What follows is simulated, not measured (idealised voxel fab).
process module | voxel gate over fins
cross-section cut | 230 nm wide | cells 5 nm
A cross-section is a grid of square cells, given in bands from the top down. A band is one or more rows of cells.
Each band's line starts with the height of the band's top and of its bottom, in nm. Then come its materials from left to right, each with its width in nm. One material with "throughout" fills the band from edge to edge. "air" is empty space.
Height 0 is the level under which the wafer as received is all one material. The lowest band goes on downwards, as in "0 down".
A width such as "30 to 40" changes by the same amount from each row of cells to the next, from the band's top row to its bottom row.
"no change" after a step means that no cell of the cross-section changed.
closed voids: empty space of 8 cells or more with no open way to the top, each as width x height at its distance from the left edge, in nm
after a step's settings: what the simulator itself notes on the step
overlay nm, on a step with a mask: how far to the right of its planned place the mask lay; to the left if negative
plan
1 op RECEIVE | material Si
2 op CONFORMAL_DEP | material SiN | thk nm 10
3 op PATTERN | tone cover | mask id FINS | material resist | width nm 15 | pitch nm 50 | thk nm 15 | overlay nm 0
4 op DIRECTIONAL_ETCH | etch materials SiN | depth nm 10
5 op DIRECTIONAL_ETCH | etch materials Si | depth nm 35
6 op STRIP | etch materials resist
7 op OXIDIZE | depth nm 5
8 op FILL_DEP | material SiO2 | thk nm 5
9 op CMP | height nm 10
10 op DIRECTIONAL_DEP | material aC | thk nm 10
11 op PATTERN | tone open | mask id RAIL | material resist | width nm 15 | thk nm 30 | overlay nm 0
12 op DIRECTIONAL_ETCH | etch materials aC | depth nm 10
13 op STRIP | etch materials resist
14 op DIRECTIONAL_ETCH | etch materials SiO2 | depth nm 40
15 op STRIP | etch materials aC
16 op CONFORMAL_DEP | material TiN | thk nm 5
17 op FILL_DEP | material W | thk nm 10
18 op CMP | height nm 10
19 op SELECTIVE_ETCH | etch materials W Ru TiN | depth nm 25
20 op FILL_DEP | material SiO2 | thk nm 5
21 op CMP | height nm 10
22 op SELECTIVE_ETCH | etch materials SiO2 | depth nm 20
23 op STRIP | etch materials SiN
24 op CONFORMAL_DEP | material HfO2 | thk nm 5
25 op CONFORMAL_DEP | material TiN | thk nm 5
26 op CONFORMAL_DEP | material TiAl | thk nm 5
27 op CONFORMAL_DEP | material TiN | thk nm 5
28 op FILL_DEP | material W | thk nm 15
29 op CMP | height nm 30
30 op CONFORMAL_DEP | material SiCN | thk nm 5
as received, after step 1
  0 down: Si throughout
  closed voids: none
first wafer at the end, as planned
  35 to 30: SiCN throughout
  30 to 20: W throughout
  20 to 15: W 40 | TiN 45 | W 5 | TiN 45 | W 5 | TiN 45 | W 45
  15 to 10: W 40 | TiN 5 | TiAl 35 | TiN 5 | W 5 | TiN 5 | TiAl 35 | TiN 5 | W 5 | TiN 5 | TiAl 35 | TiN 5 | W 45
  10 to 5: TiN 45 | TiAl 5 | TiN 25 | TiAl 5 | TiN 15 | TiAl 5 | TiN 25 | TiAl 5 | TiN 15 | TiAl 5 | TiN 25 | TiAl 5 | TiN 50
  5 to 0: TiAl 50 | TiN 5 | HfO2 15 | TiN 5 | TiAl 25 | TiN 5 | HfO2 15 | TiN 5 | TiAl 25 | TiN 5 | HfO2 15 | TiN 5 | TiAl 55
  0 to -5: TiN 55 | HfO2 5 | Si 5 | HfO2 5 | TiN 35 | HfO2 5 | Si 5 | HfO2 5 | TiN 35 | HfO2 5 | Si 5 | HfO2 5 | TiN 60
  -5 to -10: HfO2 60 | Si 5 | HfO2 45 | Si 5 | HfO2 45 | Si 5 | HfO2 65
  -10 to -15: SiO2 60 | Si 5 | SiO2 45 | Si 5 | SiO2 45 | Si 5 | SiO2 65
  -15 to -25: SiO2 60 | Si 5 | SiO2 15 | TiN 5 | W 5 | TiN 5 | SiO2 15 | Si 5 | SiO2 45 | Si 5 | SiO2 65
  -25 to -30: SiO2 60 | Si 5 | SiO2 15 | TiN 15 | SiO2 15 | Si 5 | SiO2 45 | Si 5 | SiO2 65
  -30 to -40: SiO2 60 | Si 5 | SiO2 45 | Si 5 | SiO2 45 | Si 5 | SiO2 65
  -40 down: Si throughout
  closed voids: none
second wafer at the end: like start, like plan, one mistake
  35 to 30: SiCN throughout
  30 to 20: W throughout
  20 to 15: W 40 | TiN 45 | W 5 | TiN 45 | W 5 | TiN 45 | W 45
  15 to 10: W 40 | TiN 5 | TiAl 35 | TiN 5 | W 5 | TiN 5 | TiAl 35 | TiN 5 | W 5 | TiN 5 | TiAl 35 | TiN 5 | W 45
  10 to 5: TiN 45 | TiAl 5 | TiN 25 | TiAl 5 | TiN 15 | TiAl 5 | TiN 25 | TiAl 5 | TiN 15 | TiAl 5 | TiN 25 | TiAl 5 | TiN 50
  5 to 0: TiAl 50 | TiN 5 | HfO2 15 | TiN 5 | TiAl 25 | TiN 5 | HfO2 15 | TiN 5 | TiAl 25 | TiN 5 | HfO2 15 | TiN 5 | TiAl 55
  0 to -5: TiN 55 | HfO2 5 | Si 5 | HfO2 5 | TiN 35 | HfO2 5 | Si 5 | HfO2 5 | TiN 35 | HfO2 5 | Si 5 | HfO2 5 | TiN 60
  -5 to -10: HfO2 60 | Si 5 | HfO2 45 | Si 5 | HfO2 45 | Si 5 | HfO2 65
  -10 to -15: SiO2 60 | Si 5 | SiO2 45 | Si 5 | SiO2 45 | Si 5 | SiO2 65
  -15 to -25: SiO2 60 | Si 5 | SiO2 10 | TiN 5 | W 5 | TiN 5 | SiO2 20 | Si 5 | SiO2 45 | Si 5 | SiO2 65
  -25 to -30: SiO2 60 | Si 5 | SiO2 10 | TiN 15 | SiO2 20 | Si 5 | SiO2 45 | Si 5 | SiO2 65
  -30 to -40: SiO2 60 | Si 5 | SiO2 45 | Si 5 | SiO2 45 | Si 5 | SiO2 65
  -40 down: Si throughout
  closed voids: none
what went wrong: step 11 ran as: op PATTERN | tone open | mask id RAIL | material resist | width nm 15 | thk nm 30 | overlay nm -5
at the end the second wafer has, in cells: as many of each material as the first, in other places
